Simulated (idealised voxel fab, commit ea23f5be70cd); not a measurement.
Documented hereafter: the process module known as voxel self aligned contacts.
Shown is cross-section cut, with a width of 225 nm and square cells of size 5 nm.
In this document a cross-section is written as a grid of square cells. It is given as a series of bands, listed from the top down, and a band is one or more rows of cells. Band: top height; bottom height; in nm. Then, left to right: material with width in nm, for each material. "edge to edge": a single material spanning edge to edge. "empty": empty space. Heads up on the height convention: 0 is the point under which the incoming wafer is all one material, and the lowest band has no bottom, it just keeps going down, like "0..down". A width given as "30 to 40" starts at the first number in the band's top row and ends at the second number in its bottom row, shifting by an equal amount at every step from row to row. "no modification" means the step left every cell of the cross-section as it was. The entry titled "Unvented internal voids" provides the empty spaces that have no open way to the top, restricted to those of 8 cells or more. Each is presented as width x height at distance, the distance being measured from the left edge, with all three in nm. If you see something after the settings on a step's line, that's the simulator's own remark about that step. overlay nm: step with mask; distance mask lay right of planned place; negative value = left of planned place.

-- Steps planned for the process
1,op RECEIVE | material Si
2,op OXIDIZE | depth nm 5
3,op DIRECTIONAL_DEP | material polySi | thk nm 30
4,op DIRECTIONAL_DEP | material SiN | thk nm 20
5,op PATTERN | tone cover | mask id GATE | material resist | width nm 35 | pitch nm 70 | thk nm 20 | overlay nm 0
6,op DIRECTIONAL_ETCH | etch materials SiN | depth nm 20
7,op DIRECTIONAL_ETCH | etch materials polySi | depth nm 30
8,op STRIP | etch materials resist
9,op CONFORMAL_DEP | material SiN | thk nm 5
10,op DIRECTIONAL_ETCH | etch materials SiN | depth nm 5
11,op FILL_DEP | material SiO2 | thk nm 20
12,op CMP | height nm 60
13,op DIRECTIONAL_DEP | material aC | thk nm 10
14,op PATTERN | tone open | mask id CONTACT | material resist | width nm 55 | pitch nm 70 | thk nm 25 | overlay nm 0
15,op DIRECTIONAL_ETCH | etch materials aC | depth nm 10
16,op STRIP | etch materials resist
17,op DIRECTIONAL_ETCH | etch materials SiO2 | depth nm 65
18,op STRIP | etch materials aC
19,op CONFORMAL_DEP | material TiN | thk nm 5
20,op FILL_DEP | material W | thk nm 5
21,op CMP | height nm 60
22,op CONFORMAL_DEP | material SiN | thk nm 5

-- The first of the two wafers, which ran as planned

-- Cross-section: wafer on arrival = after step 1
    0..down | Si edge to edge
    Unvented internal voids: none

-- Step 2 complete: cross-section through the wafer
    0..-5 | SiO2 edge to edge
    Heights below -5 show no change.

-- Step 3 complete: cross-section through the wafer
    30..0 | polySi edge to edge
    Heights below 0 show no change.

-- Step 4 complete: cross-section through the wafer
    50..30 | SiN edge to edge
    Heights below 30 show no change.

-- Step 5 complete: cross-section through the wafer
    70..50 | 25 nm empty, 35 nm resist, 35 nm empty, 35 nm resist, 35 nm empty, 35 nm resist, 25 nm empty
    Heights below 50 show no change.

-- Step 6 complete: cross-section through the wafer
    70..50 | 25 nm empty, 35 nm resist, 35 nm empty, 35 nm resist, 35 nm empty, 35 nm resist, 25 nm empty
    50..30 | 25 nm empty, 35 nm SiN, 35 nm empty, 35 nm SiN, 35 nm empty, 35 nm SiN, 25 nm empty
    Heights below 30 show no change.

-- Step 7 complete: cross-section through the wafer
    70..50 | 25 nm empty, 35 nm resist, 35 nm empty, 35 nm resist, 35 nm empty, 35 nm resist, 25 nm empty
    50..30 | 25 nm empty, 35 nm SiN, 35 nm empty, 35 nm SiN, 35 nm empty, 35 nm SiN, 25 nm empty
    30..0 | 25 nm empty, 35 nm polySi, 35 nm empty, 35 nm polySi, 35 nm empty, 35 nm polySi, 25 nm empty
    Heights below 0 show no change.

-- Step 8 complete: cross-section through the wafer
    50..30 | 25 nm empty, 35 nm SiN, 35 nm empty, 35 nm SiN, 35 nm empty, 35 nm SiN, 25 nm empty
    Heights below 30 show no change.

-- Step 9 complete: cross-section through the wafer
    55..30 | 20 nm empty, 45 nm SiN, 25 nm empty, 45 nm SiN, 25 nm empty, 45 nm SiN, 20 nm empty
    30..5 | 20 nm empty, 5 nm SiN, 35 nm polySi, 5 nm SiN, 25 nm empty, 5 nm SiN, 35 nm polySi, 5 nm SiN, 25 nm empty, 5 nm SiN, 35 nm polySi, 5 nm SiN, 20 nm empty
    5..0 | 25 nm SiN, 35 nm polySi, 35 nm SiN, 35 nm polySi, 35 nm SiN, 35 nm polySi, 25 nm SiN
    Heights below 0 show no change.

-- Step 10 complete: cross-section through the wafer
    50..30 | 20 nm empty, 45 nm SiN, 25 nm empty, 45 nm SiN, 25 nm empty, 45 nm SiN, 20 nm empty
    30..0 | 20 nm empty, 5 nm SiN, 35 nm polySi, 5 nm SiN, 25 nm empty, 5 nm SiN, 35 nm polySi, 5 nm SiN, 25 nm empty, 5 nm SiN, 35 nm polySi, 5 nm SiN, 20 nm empty
    Heights below 0 show no change.

-- Step 11 complete: cross-section through the wafer
    70..50 | SiO2 edge to edge
    50..30 | 20 nm SiO2, 45 nm SiN, 25 nm SiO2, 45 nm SiN, 25 nm SiO2, 45 nm SiN, 20 nm SiO2
    30..0 | 20 nm SiO2, 5 nm SiN, 35 nm polySi, 5 nm SiN, 25 nm SiO2, 5 nm SiN, 35 nm polySi, 5 nm SiN, 25 nm SiO2, 5 nm SiN, 35 nm polySi, 5 nm SiN, 20 nm SiO2
    Heights below 0 show no change.

-- Step 12 complete: cross-section through the wafer
    60..50 | SiO2 edge to edge
    Heights below 50 show no change.

-- Step 13 complete: cross-section through the wafer
    70..60 | aC edge to edge
    Heights below 60 show no change.

-- Step 14 complete: cross-section through the wafer
    95..70 | 50 nm resist, 55 nm empty, 15 nm resist, 55 nm empty, 50 nm resist
    Heights below 70 show no change.

-- Step 15 complete: cross-section through the wafer
    85..70 | 50 nm resist, 55 nm empty, 15 nm resist, 55 nm empty, 50 nm resist
    70..60 | 50 nm aC, 55 nm empty, 15 nm aC, 55 nm empty, 50 nm aC
    Heights below 60 show no change.

-- Step 16 complete: cross-section through the wafer
    70..60 | 50 nm aC, 55 nm empty, 15 nm aC, 55 nm empty, 50 nm aC
    Heights below 60 show no change.

-- Step 17 complete: cross-section through the wafer
    70..60 | 50 nm aC, 55 nm empty, 15 nm aC, 55 nm empty, 50 nm aC
    60..50 | 50 nm SiO2, 55 nm empty, 15 nm SiO2, 55 nm empty, 50 nm SiO2
    50..30 | 20 nm SiO2, 45 nm SiN, 25 nm empty, 45 nm SiN, 25 nm empty, 45 nm SiN, 20 nm SiO2
    30..0 | 20 nm SiO2, 5 nm SiN, 35 nm polySi, 5 nm SiN, 25 nm empty, 5 nm SiN, 35 nm polySi, 5 nm SiN, 25 nm empty, 5 nm SiN, 35 nm polySi, 5 nm SiN, 20 nm SiO2
    0..-5 | 65 nm SiO2, 25 nm empty, 45 nm SiO2, 25 nm empty, 65 nm SiO2
    Heights below -5 show no change.

-- Step 18 complete: cross-section through the wafer
    60..50 | 50 nm SiO2, 55 nm empty, 15 nm SiO2, 55 nm empty, 50 nm SiO2
    Heights below 50 show no change.

-- Step 19 complete: cross-section through the wafer
    65..60 | 55 nm TiN, 45 nm empty, 25 nm TiN, 45 nm empty, 55 nm TiN
    60..50 | 50 nm SiO2, 5 to 20 nm TiN, 45 to 15 nm empty, 5 to 20 nm TiN, 15 nm SiO2, 5 to 20 nm TiN, 45 to 15 nm empty, 5 to 20 nm TiN, 50 nm SiO2
    50..30 | 20 nm SiO2, 45 nm SiN, 5 nm TiN, 15 nm empty, 5 nm TiN, 45 nm SiN, 5 nm TiN, 15 nm empty, 5 nm TiN, 45 nm SiN, 20 nm SiO2
    30..0 | 20 nm SiO2, 5 nm SiN, 35 nm polySi, 5 nm SiN, 5 nm TiN, 15 nm empty, 5 nm TiN, 5 nm SiN, 35 nm polySi, 5 nm SiN, 5 nm TiN, 15 nm empty, 5 nm TiN, 5 nm SiN, 35 nm polySi, 5 nm SiN, 20 nm SiO2
    0..-5 | 65 nm SiO2, 25 nm TiN, 45 nm SiO2, 25 nm TiN, 65 nm SiO2
    Heights below -5 show no change.

-- Step 20 complete: cross-section through the wafer
    70..65 | W edge to edge
    65..60 | 55 nm TiN, 45 nm W, 25 nm TiN, 45 nm W, 55 nm TiN
    60..50 | 50 nm SiO2, 5 to 20 nm TiN, 45 to 15 nm W, 5 to 20 nm TiN, 15 nm SiO2, 5 to 20 nm TiN, 45 to 15 nm W, 5 to 20 nm TiN, 50 nm SiO2
    50..30 | 20 nm SiO2, 45 nm SiN, 5 nm TiN, 15 nm W, 5 nm TiN, 45 nm SiN, 5 nm TiN, 15 nm W, 5 nm TiN, 45 nm SiN, 20 nm SiO2
    30..0 | 20 nm SiO2, 5 nm SiN, 35 nm polySi, 5 nm SiN, 5 nm TiN, 15 nm W, 5 nm TiN, 5 nm SiN, 35 nm polySi, 5 nm SiN, 5 nm TiN, 15 nm W, 5 nm TiN, 5 nm SiN, 35 nm polySi, 5 nm SiN, 20 nm SiO2
    Heights below 0 show no change.

-- Step 21 complete: cross-section through the wafer
    60..50 | 50 nm SiO2, 5 to 20 nm TiN, 45 to 15 nm W, 5 to 20 nm TiN, 15 nm SiO2, 5 to 20 nm TiN, 45 to 15 nm W, 5 to 20 nm TiN, 50 nm SiO2
    Heights below 50 show no change.

-- Step 22 complete: cross-section through the wafer
    65..60 | SiN edge to edge
    Heights below 60 show no change.

-- What follows concerns the second wafer, which started out like the first and was meant to follow the very same plan; one mistake crept in when it was run, but everything up to and including step 1 is the same as for the first wafer

when step 2 should have ended: no modification

-- when step 3 should have ended
    30..0 | polySi edge to edge
    Heights below 0 show no change.

-- when step 4 should have ended
    50..30 | SiN edge to edge
    Heights below 30 show no change.

-- when step 5 should have ended
    70..50 | 25 nm empty, 35 nm resist, 35 nm empty, 35 nm resist, 35 nm empty, 35 nm resist, 25 nm empty
    Heights below 50 show no change.

-- when step 6 should have ended
    70..50 | 25 nm empty, 35 nm resist, 35 nm empty, 35 nm resist, 35 nm empty, 35 nm resist, 25 nm empty
    50..30 | 25 nm empty, 35 nm SiN, 35 nm empty, 35 nm SiN, 35 nm empty, 35 nm SiN, 25 nm empty
    Heights below 30 show no change.

-- when step 7 should have ended
    70..50 | 25 nm empty, 35 nm resist, 35 nm empty, 35 nm resist, 35 nm empty, 35 nm resist, 25 nm empty
    50..30 | 25 nm empty, 35 nm SiN, 35 nm empty, 35 nm SiN, 35 nm empty, 35 nm SiN, 25 nm empty
    30..0 | 25 nm empty, 35 nm polySi, 35 nm empty, 35 nm polySi, 35 nm empty, 35 nm polySi, 25 nm empty
    Heights below 0 show no change.

-- when step 8 should have ended
    50..30 | 25 nm empty, 35 nm SiN, 35 nm empty, 35 nm SiN, 35 nm empty, 35 nm SiN, 25 nm empty
    Heights below 30 show no change.

-- when step 9 should have ended
    55..30 | 20 nm empty, 45 nm SiN, 25 nm empty, 45 nm SiN, 25 nm empty, 45 nm SiN, 20 nm empty
    30..5 | 20 nm empty, 5 nm SiN, 35 nm polySi, 5 nm SiN, 25 nm empty, 5 nm SiN, 35 nm polySi, 5 nm SiN, 25 nm empty, 5 nm SiN, 35 nm polySi, 5 nm SiN, 20 nm empty
    5..0 | 25 nm SiN, 35 nm polySi, 35 nm SiN, 35 nm polySi, 35 nm SiN, 35 nm polySi, 25 nm SiN
    Heights below 0 show no change.

-- when step 10 should have ended
    50..30 | 20 nm empty, 45 nm SiN, 25 nm empty, 45 nm SiN, 25 nm empty, 45 nm SiN, 20 nm empty
    30..0 | 20 nm empty, 5 nm SiN, 35 nm polySi, 5 nm SiN, 25 nm empty, 5 nm SiN, 35 nm polySi, 5 nm SiN, 25 nm empty, 5 nm SiN, 35 nm polySi, 5 nm SiN, 20 nm empty
    Heights below 0 show no change.

-- when step 11 should have ended
    70..50 | SiO2 edge to edge
    50..30 | 20 nm SiO2, 45 nm SiN, 25 nm SiO2, 45 nm SiN, 25 nm SiO2, 45 nm SiN, 20 nm SiO2
    30..0 | 20 nm SiO2, 5 nm SiN, 35 nm polySi, 5 nm SiN, 25 nm SiO2, 5 nm SiN, 35 nm polySi, 5 nm SiN, 25 nm SiO2, 5 nm SiN, 35 nm polySi, 5 nm SiN, 20 nm SiO2
    Heights below 0 show no change.

-- when step 12 should have ended
    60..50 | SiO2 edge to edge
    Heights below 50 show no change.

-- when step 13 should have ended
    70..60 | aC edge to edge
    Heights below 60 show no change.

-- when step 14 should have ended
    95..70 | 50 nm resist, 55 nm empty, 15 nm resist, 55 nm empty, 50 nm resist
    Heights below 70 show no change.

-- when step 15 should have ended
    85..70 | 50 nm resist, 55 nm empty, 15 nm resist, 55 nm empty, 50 nm resist
    70..60 | 50 nm aC, 55 nm empty, 15 nm aC, 55 nm empty, 50 nm aC
    Heights below 60 show no change.

-- when step 16 should have ended
    70..60 | 50 nm aC, 55 nm empty, 15 nm aC, 55 nm empty, 50 nm aC
    Heights below 60 show no change.

-- when step 17 should have ended
    70..60 | 50 nm aC, 55 nm empty, 15 nm aC, 55 nm empty, 50 nm aC
    60..50 | 50 nm SiO2, 55 nm empty, 15 nm SiO2, 55 nm empty, 50 nm SiO2
    50..30 | 20 nm SiO2, 45 nm SiN, 25 nm empty, 45 nm SiN, 25 nm empty, 45 nm SiN, 20 nm SiO2
    30..0 | 20 nm SiO2, 5 nm SiN, 35 nm polySi, 5 nm SiN, 25 nm empty, 5 nm SiN, 35 nm polySi, 5 nm SiN, 25 nm empty, 5 nm SiN, 35 nm polySi, 5 nm SiN, 20 nm SiO2
    Heights below 0 show no change.

-- when step 18 should have ended
    60..50 | 50 nm SiO2, 55 nm empty, 15 nm SiO2, 55 nm empty, 50 nm SiO2
    Heights below 50 show no change.

-- when step 19 should have ended
    65..60 | 55 nm TiN, 45 nm empty, 25 nm TiN, 45 nm empty, 55 nm TiN
    60..50 | 50 nm SiO2, 5 to 20 nm TiN, 45 to 15 nm empty, 5 to 20 nm TiN, 15 nm SiO2, 5 to 20 nm TiN, 45 to 15 nm empty, 5 to 20 nm TiN, 50 nm SiO2
    50..30 | 20 nm SiO2, 45 nm SiN, 5 nm TiN, 15 nm empty, 5 nm TiN, 45 nm SiN, 5 nm TiN, 15 nm empty, 5 nm TiN, 45 nm SiN, 20 nm SiO2
    30..5 | 20 nm SiO2, 5 nm SiN, 35 nm polySi, 5 nm SiN, 5 nm TiN, 15 nm empty, 5 nm TiN, 5 nm SiN, 35 nm polySi, 5 nm SiN, 5 nm TiN, 15 nm empty, 5 nm TiN, 5 nm SiN, 35 nm polySi, 5 nm SiN, 20 nm SiO2
    5..0 | 20 nm SiO2, 5 nm SiN, 35 nm polySi, 5 nm SiN, 25 nm TiN, 5 nm SiN, 35 nm polySi, 5 nm SiN, 25 nm TiN, 5 nm SiN, 35 nm polySi, 5 nm SiN, 20 nm SiO2
    Heights below 0 show no change.

-- when step 20 should have ended
    70..65 | W edge to edge
    65..60 | 55 nm TiN, 45 nm W, 25 nm TiN, 45 nm W, 55 nm TiN
    60..50 | 50 nm SiO2, 5 to 20 nm TiN, 45 to 15 nm W, 5 to 20 nm TiN, 15 nm SiO2, 5 to 20 nm TiN, 45 to 15 nm W, 5 to 20 nm TiN, 50 nm SiO2
    50..30 | 20 nm SiO2, 45 nm SiN, 5 nm TiN, 15 nm W, 5 nm TiN, 45 nm SiN, 5 nm TiN, 15 nm W, 5 nm TiN, 45 nm SiN, 20 nm SiO2
    30..5 | 20 nm SiO2, 5 nm SiN, 35 nm polySi, 5 nm SiN, 5 nm TiN, 15 nm W, 5 nm TiN, 5 nm SiN, 35 nm polySi, 5 nm SiN, 5 nm TiN, 15 nm W, 5 nm TiN, 5 nm SiN, 35 nm polySi, 5 nm SiN, 20 nm SiO2
    Heights below 5 show no change.

-- when step 21 should have ended
    60..50 | 50 nm SiO2, 5 to 20 nm TiN, 45 to 15 nm W, 5 to 20 nm TiN, 15 nm SiO2, 5 to 20 nm TiN, 45 to 15 nm W, 5 to 20 nm TiN, 50 nm SiO2
    Heights below 50 show no change.

-- when step 22 should have ended
    65..60 | SiN edge to edge
    Heights below 60 show no change.
Deviation from plan: plan step 2 skipped
Upon completion, the second wafer contains, in terms of cells, a greater or smaller amount of certain materials than the first wafer: 45 more of Si; 35 fewer of SiO2; 4 fewer of TiN; 6 fewer of W
